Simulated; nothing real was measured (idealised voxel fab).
Proc. module: voxel capacitor over wiring
This is section cut - it's 230 nm across, gridded in 5 nm square cells.
A cross-section is written here as square cells arranged in a grid, and it is given in bands from the top down, each band taking up one or more rows of cells. What a band's entry tells you: where the top is and where the bottom is, as heights in nm, and after that what lies inside, material by material from left to right, each with its width in nm. Empty space is written as the word "blank", and a single material marked with the word "everywhere" occupies the band from edge to edge. A quick word on heights: they are counted from 0, and under that level the wafer as it came to us is one material throughout. The lowest band is different from the rest in having no bottom; it simply continues downward, written as in "0 and below". Per-row width for "30..40": begins at first number (top row of band), ends at second number (bottom row), increment between rows held constant. Key: "stayed the same" - step with no changed cell in the cross-section. For the entry "Unvented cavities", the listed items are empty spaces with no open way to the top whose size is 8 cells or more; each item follows the pattern width x height at distance, where distance is from the left edge and all three are in nm. Where a step's line continues beyond its settings, the continuation is a remark by the simulator itself on that step. overlay nm: right-of-plan distance of the mask on a masked step; negative values mean left-of-plan.
The steps planned for the process are as follows:
1: op RECEIVE | material Si
2: op CONFORMAL_DEP | material SiO2 | thk nm 10
3: op CONFORMAL_DEP | material SiN | thk nm 5
4: op DIRECTIONAL_DEP | material lowk | thk nm 15
5: op PATTERN | tone open | mask id METAL_1 | material resist | width nm 20 | pitch nm 80 | thk nm 20 | overlay nm 0
6: op DIRECTIONAL_ETCH | etch materials lowk | depth nm 15
7: op DIRECTIONAL_ETCH | etch materials SiN | depth nm 5
8: op STRIP | etch materials resist
9: op CONFORMAL_DEP | material TiN | thk nm 5
10: op FILL_DEP | material W | thk nm 10
11: op CMP | height nm 30
12: op CONFORMAL_DEP | material SiCN | thk nm 5
13: op DIRECTIONAL_DEP | material SiO2 | thk nm 15
14: op MASKED_ETCH | tone open | mask id PLUG_1 | width nm 15 | etch materials SiO2 | depth nm 15 | overlay nm 0
15: op MASKED_ETCH | tone open | mask id PLUG_1 | width nm 15 | etch materials SiCN | depth nm 5 | overlay nm 0
16: op CONFORMAL_DEP | material TiN | thk nm 5
17: op FILL_DEP | material Ru | thk nm 10
18: op CMP | height nm 50
19: op DIRECTIONAL_DEP | material TiN | thk nm 5
20: op DIRECTIONAL_DEP | material Al2O3 | thk nm 5
21: op DIRECTIONAL_DEP | material TiN | thk nm 5
22: op MASKED_ETCH | tone cover | mask id UPPER_PLATE | width nm 65 | etch materials TiN | depth nm 5 | overlay nm 0
23: op MASKED_ETCH | tone cover | mask id UPPER_PLATE | width nm 65 | etch materials Al2O3 | depth nm 5 | overlay nm 0
24: op PATTERN | tone cover | mask id LOWER_PLATE | material resist | width nm 75 | thk nm 20 | overlay nm 0
25: op DIRECTIONAL_ETCH | etch materials TiN | depth nm 5
26: op STRIP | etch materials resist
27: op FILL_DEP | material SiO2 | thk nm 15
28: op CMP | height nm 75
29: op MASKED_ETCH | tone open | mask id PLUG_2 | width nm 15 | etch materials SiO2 | depth nm 10 | overlay nm 0
30: op CONFORMAL_DEP | material TiN | thk nm 5
31: op FILL_DEP | material Ru | thk nm 10
32: op CMP | height nm 75
33: op CONFORMAL_DEP | material SiN | thk nm 5
Cross-section, incoming material, after step 1:
- 0 and below = Si everywhere
- Unvented cavities: none
First of two wafers at the end of the module, shown in cross-section; run carried out as planned:
- 80 down to 75 = SiN everywhere
- 75 down to 70 = 80 of SiO2 / 5 of TiN / 5 of Ru / 5 of TiN / 135 of SiO2
- 70 down to 60 = 80..70 of SiO2 / 15..65 of TiN / 135..95 of SiO2
- 60 down to 55 = 70 of SiO2 / 65 of Al2O3 / 95 of SiO2
- 55 down to 50 = 65 of SiO2 / 75 of TiN / 90 of SiO2
- 50 down to 35 = 70 of SiO2 / 5 of TiN / 5 of Ru / 5 of TiN / 145 of SiO2
- 35 down to 30 = 70 of SiCN / 15 of TiN / 145 of SiCN
- 30 down to 15 = 65 of lowk / 5 of TiN / 10 of W / 5 of TiN / 60 of lowk / 5 of TiN / 10 of W / 5 of TiN / 65 of lowk
- 15 down to 10 = 65 of SiN / 20 of TiN / 60 of SiN / 20 of TiN / 65 of SiN
- 10 down to 0 = SiO2 everywhere
- 0 and below = Si everywhere
- Unvented cavities: none
Second wafer through the module, sectioned at the end: same beginning and same plan as the first wafer, with one mistake in carrying it out:
- 80 down to 75 = SiN everywhere
- 75 down to 70 = 80 of SiO2 / 5 of TiN / 5 of Ru / 5 of TiN / 135 of SiO2
- 70 down to 60 = 80..70 of SiO2 / 15..65 of TiN / 135..95 of SiO2
- 60 down to 55 = 70 of SiO2 / 65 of Al2O3 / 95 of SiO2
- 55 down to 50 = 65 of SiO2 / 75 of TiN / 90 of SiO2
- 50 down to 35 = 70 of SiO2 / 5 of TiN / 5 of Ru / 5 of TiN / 145 of SiO2
- 35 down to 30 = 70 of SiCN / 15 of TiN / 145 of SiCN
- 30 down to 15 = 65 of lowk / 5 of TiN / 15 of W / 5 of TiN / 55 of lowk / 5 of TiN / 15 of W / 5 of TiN / 60 of lowk
- 15 down to 10 = 65 of SiN / 25 of TiN / 55 of SiN / 25 of TiN / 60 of SiN
- 10 down to 0 = SiO2 everywhere
- 0 and below = Si everywhere
- Unvented cavities: none
Finding, execution versus plan: so step 5 ended up running with a different setting than we planned, it ran as op PATTERN | tone open | mask id METAL_1 | material resist | width nm 25 | pitch nm 80 | thk nm 20 | overlay nm 0
Final difference in cells, second wafer against first, listed per material as more or fewer: 2 fewer of SiN; 2 more of TiN; 6 more of W; 6 fewer of lowk
